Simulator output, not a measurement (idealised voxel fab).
Herein follows the process module entitled voxel double patterning.
Each square cell in cross-section cut measures 5 nm, and the section as a whole is 235 nm wide.
Cross-section, as written here: a square-cell grid given band by band from the top down, where a band holds one or more rows of cells. Top height, bottom height, nm. Materials left to right, width each, nm. Single material + "everywhere" = fills band edge to edge. "blank" = empty. Beneath 0, the wafer as received is one material, and that level is where height counting begins. The lowest band goes on downward without a bottom; it is written like "0..down". Per-row width for "30..40": begins at first number (top row of band), ends at second number (bottom row), increment between rows held constant. Reading "remained unchanged" for a step: not a cell of the cross-section changed in it. So "Entrapped void list" is basically the list of trapped voids: any empty space of 8 cells or more that can't reach the top through an opening. They're written width x height at distance, the distance being from the left edge, and it's all nm. Formally, on a step line, whatever follows the settings is a remark that the simulator itself makes on the step. A step line may carry the setting "overlay nm", which, for steps involving a mask, states the distance by which the mask lay to the right of its intended position; negative values denote displacement to the left.

List of planned process steps:
- 1: op RECEIVE | material Si
- 2: op CONFORMAL_DEP | material SiO2 | thk nm 10
- 3: op DIRECTIONAL_DEP | material W | thk nm 15
- 4: op DIRECTIONAL_DEP | material SiN | thk nm 5
- 5: op PATTERN | tone open | mask id FIRST | material resist | width nm 15 | pitch nm 50 | thk nm 20 | overlay nm 0
- 6: op DIRECTIONAL_ETCH | etch materials SiN | depth nm 5
- 7: op STRIP | etch materials resist
- 8: op MASKED_ETCH | tone open | mask id SECOND | width nm 15 | etch materials SiN | depth nm 5 | overlay nm 0
- 9: op DIRECTIONAL_ETCH | etch materials W | depth nm 15
- 10: op STRIP | etch materials SiN

Received-state cross-section, reflecting completion of step 1:
- 0..down = Si everywhere
- Entrapped void list: none

Post-module cross-section of the first of two wafers (run per plan):
- 25..10 = W=85, then blank=15, then W=10, then blank=15, then W=10, then blank=15, then W=85
- 10..0 = SiO2 everywhere
- 0..down = Si everywhere
- Entrapped void list: none

Second wafer through the module, sectioned at the end: same beginning and same plan as the first wafer, with one mistake in carrying it out:
- 15..0 = W=85, then blank=15, then W=10, then blank=15, then W=10, then blank=15, then W=85
- 0..down = Si everywhere
- Entrapped void list: none
Short version of what went wrong: step 2 was left out
In the final state, the cell counts of the second wafer exceed or fall short of those of the first for the following materials: -94 SiO2
